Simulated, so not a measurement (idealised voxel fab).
A process module follows: voxel capacitor over wiring.
The cross-section on display is named cut; it measures 240 nm wide, and its cells are 5 nm squares.
Cross-section layout: square cells on a grid; listed as bands, top to bottom; a band spans one or more cell rows.
For a band, the entry starts with two heights in nm, that of the top and then that of the bottom, and carries on with the band's materials in order from left to right, each alongside its width in nm; the word "throughout" beside a single material means it fills the band edge to edge, and "blank" means empty space.
Zero point of the height axis is 0; under it, received wafer = one material. Lowest band: continues down indefinitely, "z 0 and below".
Note: "30..40" means the width goes from the first number (top row of the band) to the second number (bottom row) in equal steps per row of cells.
"all unchanged", as given for a step, is the statement that not any cell of the cross-section underwent a change during that step.
"Closed void register" specifies each empty space that is not open to the top and that occupies no fewer than 8 cells, using the form width x height at distance, the distance measured from the left edge and all three quantities in nm.
Whatever follows a step's settings on its line is a remark the simulator itself makes about that step.
The "overlay nm" setting may appear on a step's line; for a step that uses a mask, it gives how far to the right of its planned position the mask lay, and a negative value indicates the left.
### Below is the list of planned process steps
1. RECEIVE,material Si
2. CONFORMAL_DEP,material SiO2,thk nm 10
3. CONFORMAL_DEP,material SiCN,thk nm 5
4. DIRECTIONAL_DEP,material SiO2,thk nm 20
5. DIRECTIONAL_DEP,material aC,thk nm 15
6. PATTERN,tone open,mask id METAL_1,material resist,width nm 30,pitch nm 90,thk nm 30,overlay nm 0
7. DIRECTIONAL_ETCH,etch materials aC,depth nm 15
8. STRIP,etch materials resist
9. DIRECTIONAL_ETCH,etch materials SiO2,depth nm 20
10. DIRECTIONAL_ETCH,etch materials SiCN,depth nm 5
11. STRIP,etch materials aC
12. CONFORMAL_DEP,material TiN,thk nm 5
13. FILL_DEP,material Cu,thk nm 10
14. CMP,height nm 35
15. CONFORMAL_DEP,material SiCN,thk nm 5
16. DIRECTIONAL_DEP,material lowk,thk nm 20
17. DIRECTIONAL_DEP,material aC,thk nm 10
18. PATTERN,tone open,mask id PLUG_1,material resist,width nm 15,thk nm 30,overlay nm 0
19. DIRECTIONAL_ETCH,etch materials aC,depth nm 10
20. STRIP,etch materials resist
21. DIRECTIONAL_ETCH,etch materials lowk,depth nm 20
22. DIRECTIONAL_ETCH,etch materials SiCN,depth nm 5
23. STRIP,etch materials aC
24. EPI,material Ru,thk nm 10
25. EPI,material Ru,thk nm 10
26. EPI,material Ru,thk nm 5
27. DIRECTIONAL_DEP,material TiN,thk nm 10
28. DIRECTIONAL_DEP,material HfO2,thk nm 5
29. DIRECTIONAL_DEP,material TiN,thk nm 10
30. PATTERN,tone cover,mask id UPPER_PLATE,material resist,width nm 65,thk nm 20,overlay nm 0
31. DIRECTIONAL_ETCH,etch materials TiN,depth nm 10
32. DIRECTIONAL_ETCH,etch materials HfO2,depth nm 5
33. STRIP,etch materials resist
34. DIRECTIONAL_DEP,material aC,thk nm 10
35. PATTERN,tone cover,mask id LOWER_PLATE,material resist,width nm 75,thk nm 25,overlay nm 0
36. DIRECTIONAL_ETCH,etch materials aC,depth nm 10
37. STRIP,etch materials resist
38. DIRECTIONAL_ETCH,etch materials TiN,depth nm 10
39. STRIP,etch materials aC
40. FILL_DEP,material SiO2,thk nm 20
41. CMP,height nm 100
42. DIRECTIONAL_DEP,material aC,thk nm 10
43. PATTERN,tone open,mask id PLUG_2,material resist,width nm 15,thk nm 25,overlay nm -15
44. DIRECTIONAL_ETCH,etch materials aC,depth nm 10
45. STRIP,etch materials resist
46. DIRECTIONAL_ETCH,etch materials SiO2,depth nm 15
47. STRIP,etch materials aC
48. CONFORMAL_DEP,material TiN,thk nm 5
49. FILL_DEP,material Cu,thk nm 5
50. CMP,height nm 100
51. CONFORMAL_DEP,material SiCN,thk nm 5
The value of overlay nm given for step 43 in the plan refers to the first wafer; the wafers vary in this setting and are alike at the start.
### Cross-section of the first of several wafers on receipt, reflecting completion of step 1
- z 0 and below = Si throughout
- Closed void register: none
### What follows is a table in which each wafer occupies a row; for the wafer as it stands at the close of the module, the row states, material by material, how many cells have been gained (+) or lost (-) since receipt, and then gives its closed voids
overlay nm -15 | +34 Cu | +13 HfO2 | +15 Ru | +129 SiCN | +546 SiO2 | +91 TiN | +180 lowk | Closed void register: none
overlay nm -10 | +34 Cu | +13 HfO2 | +15 Ru | +129 SiCN | +546 SiO2 | +91 TiN | +180 lowk | Closed void register: none
overlay nm -5 | +34 Cu | +13 HfO2 | +15 Ru | +129 SiCN | +546 SiO2 | +91 TiN | +180 lowk | Closed void register: none
overlay nm 0 | +34 Cu | +13 HfO2 | +15 Ru | +129 SiCN | +546 SiO2 | +91 TiN | +180 lowk | Closed void register: none
overlay nm 5 | +34 Cu | +13 HfO2 | +15 Ru | +129 SiCN | +546 SiO2 | +91 TiN | +180 lowk | Closed void register: none
overlay nm 10 | +34 Cu | +13 HfO2 | +15 Ru | +129 SiCN | +546 SiO2 | +91 TiN | +180 lowk | Closed void register: none
overlay nm 15 | +34 Cu | +13 HfO2 | +15 Ru | +129 SiCN | +546 SiO2 | +91 TiN | +180 lowk | Closed void register: none
